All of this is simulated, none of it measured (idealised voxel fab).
The process module that follows is named voxel gate over fins.
Cross-section cut spans 275 nm and uses square cells 5 nm in size.
Just so we're on the same page, the cross-sections are grids of square cells, and they're listed out in bands top to bottom, each band one or more rows deep. It is stipulated that each band's entry specify, in nanometres, the height of the top of the band and then that of its bottom, followed by the materials of the band in left-to-right sequence, each together with its width in nanometres. A single material marked by the word "throughout" is understood to fill the band from edge to edge; the word "empty" is understood to denote empty space. Heights are expressed relative to 0, this being the level below which the as-received wafer comprises one material exclusively. The lowest band is unbounded in the downward direction and is denoted as in "0 and below". When a width is written as two numbers, as in "30->40", the first number is the width in the top row of cells of the band and the second is the width in its bottom row, and the width changes by the same amount from each row to the next. "changes: none" -> step changed no cross-section cell. Any empty space of 8 cells or more lacking an open way to the top shows up in "Enclosed void inventory" as width x height at distance, distance from the left edge, in nm. That trailing text on a step's line, after the settings, is the simulator's own remark on the step. overlay nm: for a step with a mask, the amount by which the mask lay right of where it was planned; a negative amount means left of it.

Listed below are the process steps as planned:
1) RECEIVE | material Si
2) CONFORMAL_DEP | material SiN | thk nm 10
3) DIRECTIONAL_DEP | material aC | thk nm 10
4) PATTERN | tone cover | mask id FINS | material resist | width nm 15 | pitch nm 55 | thk nm 30 | overlay nm 0
5) DIRECTIONAL_ETCH | etch materials aC | depth nm 10
6) STRIP | etch materials resist
7) DIRECTIONAL_ETCH | etch materials SiN | depth nm 10
8) DIRECTIONAL_ETCH | etch materials Si | depth nm 40
9) STRIP | etch materials aC
10) FILL_DEP | material SiO2 | thk nm 10
11) CMP | height nm 10
12) PATTERN | tone open | mask id RAIL | material resist | width nm 15 | thk nm 20 | overlay nm 0
13) DIRECTIONAL_ETCH | etch materials SiO2 | depth nm 45
14) STRIP | etch materials resist
15) CONFORMAL_DEP | material TiN | thk nm 5
16) FILL_DEP | material W | thk nm 5
17) CMP | height nm 10
18) SELECTIVE_ETCH | etch materials W Ru TiN | depth nm 30
19) FILL_DEP | material SiO2 | thk nm 5
20) CMP | height nm 10
21) SELECTIVE_ETCH | etch materials SiO2 | depth nm 25
22) STRIP | etch materials SiN
23) CONFORMAL_DEP | material HfO2 | thk nm 5
24) CONFORMAL_DEP | material TiN | thk nm 5
25) FILL_DEP | material W | thk nm 15
26) CMP | height nm 20
27) CONFORMAL_DEP | material SiCN | thk nm 5

So this is the incoming wafer in cross-section - it's already been through step 1:
  0 and below  Si throughout
  Enclosed void inventory: none

Cross-section: first of two wafers, module finished, run according to plan:
  25 down to 20  SiCN throughout
  20 down to 10  W throughout
  10 down to 5  W=65  TiN=35  W=20  TiN=35  W=20  TiN=35  W=65
  5 down to 0  W=65  TiN=5  HfO2=25  TiN=5  W=20  TiN=5  HfO2=25  TiN=5  W=20  TiN=5  HfO2=25  TiN=5  W=65
  0 down to -5  W=65  TiN=5  HfO2=5  Si=15  HfO2=5  TiN=5  W=20  TiN=5  HfO2=5  Si=15  HfO2=5  TiN=5  W=20  TiN=5  HfO2=5  Si=15  HfO2=5  TiN=5  W=65
  -5 down to -10  TiN=70  HfO2=5  Si=15  HfO2=5  TiN=30  HfO2=5  Si=15  HfO2=5  TiN=30  HfO2=5  Si=15  HfO2=5  TiN=70
  -10 down to -15  HfO2=75  Si=15  HfO2=40  Si=15  HfO2=40  Si=15  HfO2=75
  -15 down to -20  SiO2=75  Si=15  SiO2=40  Si=15  SiO2=40  Si=15  SiO2=75
  -20 down to -30  SiO2=75  Si=15  SiO2=10  TiN=5  W=5  TiN=5  SiO2=15  Si=15  SiO2=40  Si=15  SiO2=75
  -30 down to -35  SiO2=75  Si=15  SiO2=10  TiN=15  SiO2=15  Si=15  SiO2=40  Si=15  SiO2=75
  -35 down to -40  SiO2=75  Si=15  SiO2=40  Si=15  SiO2=40  Si=15  SiO2=75
  -40 and below  Si throughout
  Enclosed void inventory: none

Second of two wafers, module complete, sectioned: it shares the first wafer's start and plan but was run with one mistake:
  20 down to 15  SiCN throughout
  15 down to 10  W throughout
  10 down to 5  W=65  TiN=35  W=20  TiN=35  W=20  TiN=35  W=65
  5 down to 0  W=65  TiN=5  HfO2=25  TiN=5  W=20  TiN=5  HfO2=25  TiN=5  W=20  TiN=5  HfO2=25  TiN=5  W=65
  0 down to -5  W=65  TiN=5  HfO2=5  Si=15  HfO2=5  TiN=5  W=20  TiN=5  HfO2=5  Si=15  HfO2=5  TiN=5  W=20  TiN=5  HfO2=5  Si=15  HfO2=5  TiN=5  W=65
  -5 down to -10  TiN=70  HfO2=5  Si=15  HfO2=5  TiN=30  HfO2=5  Si=15  HfO2=5  TiN=30  HfO2=5  Si=15  HfO2=5  TiN=70
  -10 down to -15  HfO2=75  Si=15  HfO2=40  Si=15  HfO2=40  Si=15  HfO2=75
  -15 down to -20  SiO2=75  Si=15  SiO2=40  Si=15  SiO2=40  Si=15  SiO2=75
  -20 down to -30  SiO2=75  Si=15  SiO2=10  TiN=5  W=5  TiN=5  SiO2=15  Si=15  SiO2=40  Si=15  SiO2=75
  -30 down to -35  SiO2=75  Si=15  SiO2=10  TiN=15  SiO2=15  Si=15  SiO2=40  Si=15  SiO2=75
  -35 down to -40  SiO2=75  Si=15  SiO2=40  Si=15  SiO2=40  Si=15  SiO2=75
  -40 and below  Si throughout
  Enclosed void inventory: none
Which mistake was made when the wafer was run? contrary to plan, step 26 was performed as CMP | height nm 15
Looking at both finished wafers in cells, the second ends up ahead of or behind the first on some materials: W: 55 fewer
